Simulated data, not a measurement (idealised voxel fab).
Module name: voxel ribs on slabs (process module)
Square cell edge 5 nm, section width 185 nm, ID cut.
This document writes a cross-section as a grid whose cells are square, and gives it as bands, listed from the top down; one or more rows of cells form a band.
Top, bottom (nm), then materials left to right with widths (nm); lone material tagged "edge to edge" fills the whole band edge to edge; "air" = empty space.
The level at which height equals 0 is the one under which the wafer, as it arrives, is entirely one material. No lower edge exists for the bottom band, which continues downward and is notated as in "0 -> down".
The two numbers in a width such as "30..40" mark its ends across the band: the first belongs to the top row of cells, the second to the bottom row, and from each row to the next the width moves by the same amount.
When a step is marked "nothing changed", none of the cells in the cross-section changed during that step.
Closed empty spaces (no open way to the top) of 8 cells or more are what "Cavities, sealed" lists, each as width x height at distance from the left edge, nm for all three.
What comes after the settings on a step's line is commentary from the simulator itself on that step.
A step line may carry the setting "overlay nm", which, for steps involving a mask, states the distance by which the mask lay to the right of its intended position; negative values denote displacement to the left.
Planned process steps
1: RECEIVE [material Si]
2: DIRECTIONAL_DEP [material SiO2] [thk nm 20]
3: DIRECTIONAL_DEP [material polySi] [thk nm 25]
4: MASKED_ETCH [tone cover] [mask id RIB] [width nm 30] [etch materials polySi] [depth nm 20] [overlay nm 0]
5: PATTERN [tone cover] [mask id SLAB] [material resist] [width nm 80] [thk nm 20] [overlay nm 0]
6: DIRECTIONAL_ETCH [etch materials polySi] [depth nm 5]
7: STRIP [etch materials resist]
8: FILL_DEP [material SiO2] [thk nm 20]
9: CMP [height nm 60]
10: DIRECTIONAL_DEP [material TiN] [thk nm 5]
11: MASKED_ETCH [tone cover] [mask id HEATER] [width nm 40] [etch materials TiN] [depth nm 5] [overlay nm 0]
12: CONFORMAL_DEP [material SiN] [thk nm 5]
This is the cross-section of the wafer as we received it, i.e. after step 1
- 0 -> down: Si edge to edge
- Cavities, sealed: none
End-of-module cross-section of the first of two wafers, processed as planned
- 70 -> 65: air (65), SiN (50), air (70)
- 65 -> 60: SiN (70), TiN (40), SiN (75)
- 60 -> 45: SiO2 edge to edge
- 45 -> 25: SiO2 (75), polySi (30), SiO2 (80)
- 25 -> 20: SiO2 (50), polySi (80), SiO2 (55)
- 20 -> 0: SiO2 edge to edge
- 0 -> down: Si edge to edge
- Cavities, sealed: none
Cross-section at end of module for the second wafer of two, which matched the first in starting point and plan and differed by one mistake in its processing
- 70 -> 65: air (65), SiN (50), air (70)
- 65 -> 60: SiN (70), TiN (40), SiN (75)
- 60 -> 45: SiO2 edge to edge
- 45 -> 25: SiO2 (80), polySi (20), SiO2 (85)
- 25 -> 20: SiO2 (50), polySi (80), SiO2 (55)
- 20 -> 0: SiO2 edge to edge
- 0 -> down: Si edge to edge
- Cavities, sealed: none
Run error: step 4 changed vs plan, executed as MASKED_ETCH [tone cover] [mask id RIB] [width nm 20] [etch materials polySi] [depth nm 20] [overlay nm 0]
The second wafer ends with more or fewer cells of some materials than the first, per final count: 8 more of SiO2 | 8 fewer of polySi
